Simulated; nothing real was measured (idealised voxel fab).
process module | voxel transistor to metal
cross-section cut | 295 nm wide | cells 5 nm
A cross-section is a grid of square cells, given in bands from the top down. A band is one or more rows of cells.
Each band's line starts with the height of the band's top and of its bottom, in nm. Then come its materials from left to right, each with its width in nm. One material with "throughout" fills the band from edge to edge. "air" is empty space.
Height 0 is the level under which the wafer as received is all one material. The lowest band goes on downwards, as in "0 down".
A width such as "30 to 40" changes by the same amount from each row of cells to the next, from the band's top row to its bottom row.
"no change" after a step means that no cell of the cross-section changed.
closed voids: empty space of 8 cells or more with no open way to the top, each as width x height at its distance from the left edge, in nm
after a step's settings: what the simulator itself notes on the step
overlay nm, on a step with a mask: how far to the right of its planned place the mask lay; to the left if negative
plan
1 op RECEIVE | material Si
2 op CONFORMAL_DEP | material SiO2 | thk nm 5
3 op CONFORMAL_DEP | material SiN | thk nm 10
4 op MASKED_ETCH | tone cover | mask id ACTIVE | width nm 110 | pitch nm 140 | etch materials SiN | depth nm 10 | overlay nm 0
5 op MASKED_ETCH | tone cover | mask id ACTIVE | width nm 110 | pitch nm 140 | etch materials SiO2 | depth nm 5 | overlay nm 0
6 op MASKED_ETCH | tone cover | mask id ACTIVE | width nm 110 | pitch nm 140 | etch materials Si | depth nm 20 | overlay nm 0
7 op FILL_DEP | material SiO2 | thk nm 5
8 op CMP | height nm 15
9 op SELECTIVE_ETCH | etch materials SiO2 | depth nm 5
10 op STRIP | etch materials SiN
11 op SELECTIVE_ETCH | etch materials SiO2 | depth nm 5
12 op OXIDIZE | depth nm 5
13 op DIRECTIONAL_DEP | material polySi | thk nm 30
14 op DIRECTIONAL_DEP | material SiCN | thk nm 10
15 op MASKED_ETCH | tone cover | mask id GATE | width nm 20 | pitch nm 140 | etch materials SiCN | depth nm 20 | overlay nm 0
16 op MASKED_ETCH | tone cover | mask id GATE | width nm 20 | pitch nm 140 | etch materials polySi | depth nm 40 | overlay nm 0
17 op CONFORMAL_DEP | material SiO2 | thk nm 5
18 op DIRECTIONAL_ETCH | etch materials SiO2 | depth nm 5
19 op CONFORMAL_DEP | material SiN | thk nm 10
20 op DIRECTIONAL_ETCH | etch materials SiN | depth nm 10
21 op DIRECTIONAL_ETCH | etch materials SiO2 | depth nm 5
22 op DIRECTIONAL_ETCH | etch materials Si | depth nm 15
23 op EPI | material pSi | thk nm 15
24 op FILL_DEP | material SiO2 | thk nm 10
25 op CMP | height nm 40
26 op DIRECTIONAL_DEP | material SiO2 | thk nm 15
27 op PATTERN | tone open | mask id CONTACT | material resist | width nm 20 | thk nm 20 | overlay nm 0
28 op DIRECTIONAL_ETCH | etch materials SiO2 | depth nm 45
29 op STRIP | etch materials resist
30 op CONFORMAL_DEP | material TiN | thk nm 5
31 op FILL_DEP | material Ru | thk nm 5
32 op CMP | height nm 55
33 op CONFORMAL_DEP | material SiCN | thk nm 5
34 op DIRECTIONAL_DEP | material SiO2 | thk nm 20
35 op DIRECTIONAL_DEP | material aC | thk nm 10
36 op PATTERN | tone open | mask id METAL_1 | material resist | width nm 20 | thk nm 30 | overlay nm 0
37 op DIRECTIONAL_ETCH | etch materials aC | depth nm 10
38 op STRIP | etch materials resist
39 op DIRECTIONAL_ETCH | etch materials SiO2 | depth nm 20
40 op DIRECTIONAL_ETCH | etch materials SiCN | depth nm 5
41 op STRIP | etch materials aC
42 op CONFORMAL_DEP | material TiN | thk nm 5
43 op FILL_DEP | material Cu | thk nm 5
44 op CMP | height nm 80
45 op CONFORMAL_DEP | material SiCN | thk nm 5
as received, after step 1
  0 down: Si throughout
  closed voids: none
first wafer at the end, as planned
  85 to 80: SiCN throughout
  80 to 60: SiO2 25 | TiN 5 | Cu 10 | TiN 5 | SiO2 60 | TiN 5 | Cu 10 | TiN 5 | SiO2 40 | TiN 5 | Cu 10 | TiN 5 | SiO2 60 | TiN 5 | Cu 10 | TiN 5 | SiO2 30
  60 to 55: SiCN 25 | TiN 20 | SiCN 60 | TiN 20 | SiCN 40 | TiN 20 | SiCN 60 | TiN 20 | SiCN 30
  55 to 40: SiO2 25 | TiN 5 | Ru 10 | TiN 5 | SiO2 60 | TiN 5 | Ru 10 | TiN 5 | SiO2 40 | TiN 5 | Ru 10 | TiN 5 | SiO2 60 | TiN 5 | Ru 10 | TiN 5 | SiO2 30
  40 to 30: SiO2 25 | TiN 5 | Ru 10 | TiN 5 | SiO2 5 | SiN 10 | SiO2 5 | SiCN 20 | SiO2 5 | SiN 10 | SiO2 5 | TiN 5 | Ru 10 | TiN 5 | SiO2 40 | TiN 5 | Ru 10 | TiN 5 | SiO2 5 | SiN 10 | SiO2 5 | SiCN 20 | SiO2 5 | SiN 10 | SiO2 5 | TiN 5 | Ru 10 | TiN 5 | SiO2 30
  30 to 15: SiO2 25 | TiN 5 | Ru 10 | TiN 5 | SiO2 5 | SiN 10 | SiO2 5 | polySi 20 | SiO2 5 | SiN 10 | SiO2 5 | TiN 5 | Ru 10 | TiN 5 | SiO2 40 | TiN 5 | Ru 10 | TiN 5 | SiO2 5 | SiN 10 | SiO2 5 | polySi 20 | SiO2 5 | SiN 10 | SiO2 5 | TiN 5 | Ru 10 | TiN 5 | SiO2 30
  15 to 10: SiO2 25 | TiN 20 | SiO2 5 | SiN 10 | SiO2 5 | polySi 20 | SiO2 5 | SiN 10 | SiO2 5 | TiN 20 | SiO2 40 | TiN 20 | SiO2 5 | SiN 10 | SiO2 5 | polySi 20 | SiO2 5 | SiN 10 | SiO2 5 | TiN 20 | SiO2 30
  10 to 5: SiO2 25 | pSi 25 | SiN 10 | SiO2 5 | polySi 20 | SiO2 5 | SiN 10 | pSi 25 | SiO2 40 | pSi 25 | SiN 10 | SiO2 5 | polySi 20 | SiO2 5 | SiN 10 | pSi 25 | SiO2 30
  5 to 0: SiO2 20 | SiN 10 | pSi 20 | SiN 10 | SiO2 5 | polySi 20 | SiO2 5 | SiN 10 | pSi 20 | SiN 10 | SiO2 30 | SiN 10 | pSi 20 | SiN 10 | SiO2 5 | polySi 20 | SiO2 5 | SiN 10 | pSi 20 | SiN 10 | SiO2 25
  0 to -5: SiO2 30 | pSi 20 | SiO2 50 | pSi 20 | SiO2 50 | pSi 20 | SiO2 50 | pSi 20 | SiO2 35
  -5 to -20: SiO2 20 | Si 10 | pSi 20 | Si 50 | pSi 20 | Si 10 | SiO2 30 | Si 10 | pSi 20 | Si 50 | pSi 20 | Si 10 | SiO2 25
  -20 down: Si throughout
  closed voids: none
second wafer at the end: like start, like plan, one mistake
  85 to 80: SiCN throughout
  80 to 60: SiO2 25 | TiN 5 | Cu 10 | TiN 5 | SiO2 60 | TiN 5 | Cu 10 | TiN 5 | SiO2 40 | TiN 5 | Cu 10 | TiN 5 | SiO2 60 | TiN 5 | Cu 10 | TiN 5 | SiO2 30
  60 to 55: SiCN 25 | TiN 20 | SiCN 60 | TiN 20 | SiCN 40 | TiN 20 | SiCN 60 | TiN 20 | SiCN 30
  55 to 40: SiO2 20 | TiN 5 | Ru 20 | TiN 5 | SiO2 50 | TiN 5 | Ru 20 | TiN 5 | SiO2 30 | TiN 5 | Ru 20 | TiN 5 | SiO2 50 | TiN 5 | Ru 20 | TiN 5 | SiO2 25
  40 to 30: SiO2 20 | TiN 5 | Ru 20 | TiN 5 | SiN 10 | SiO2 5 | SiCN 20 | SiO2 5 | SiN 10 | TiN 5 | Ru 20 | TiN 5 | SiO2 30 | TiN 5 | Ru 20 | TiN 5 | SiN 10 | SiO2 5 | SiCN 20 | SiO2 5 | SiN 10 | TiN 5 | Ru 20 | TiN 5 | SiO2 25
  30 to 15: SiO2 20 | TiN 5 | Ru 20 | TiN 5 | SiN 10 | SiO2 5 | polySi 20 | SiO2 5 | SiN 10 | TiN 5 | Ru 20 | TiN 5 | SiO2 30 | TiN 5 | Ru 20 | TiN 5 | SiN 10 | SiO2 5 | polySi 20 | SiO2 5 | SiN 10 | TiN 5 | Ru 20 | TiN 5 | SiO2 25
  15 to 10: SiO2 20 | TiN 30 | SiN 10 | SiO2 5 | polySi 20 | SiO2 5 | SiN 10 | TiN 30 | SiO2 30 | TiN 30 | SiN 10 | SiO2 5 | polySi 20 | SiO2 5 | SiN 10 | TiN 30 | SiO2 25
  10 to 5: SiO2 25 | pSi 25 | SiN 10 | SiO2 5 | polySi 20 | SiO2 5 | SiN 10 | pSi 25 | SiO2 40 | pSi 25 | SiN 10 | SiO2 5 | polySi 20 | SiO2 5 | SiN 10 | pSi 25 | SiO2 30
  5 to 0: SiO2 20 | SiN 10 | pSi 20 | SiN 10 | SiO2 5 | polySi 20 | SiO2 5 | SiN 10 | pSi 20 | SiN 10 | SiO2 30 | SiN 10 | pSi 20 | SiN 10 | SiO2 5 | polySi 20 | SiO2 5 | SiN 10 | pSi 20 | SiN 10 | SiO2 25
  0 to -5: SiO2 30 | pSi 20 | SiO2 50 | pSi 20 | SiO2 50 | pSi 20 | SiO2 50 | pSi 20 | SiO2 35
  -5 to -20: SiO2 20 | Si 10 | pSi 20 | Si 50 | pSi 20 | Si 10 | SiO2 30 | Si 10 | pSi 20 | Si 50 | pSi 20 | Si 10 | SiO2 25
  -20 down: Si throughout
  closed voids: none
what went wrong: step 27 ran as: op PATTERN | tone open | mask id CONTACT | material resist | width nm 30 | thk nm 20 | overlay nm 0
at the end the second wafer has, in cells: 64 more of Ru | 72 fewer of SiO2 | 8 more of TiN
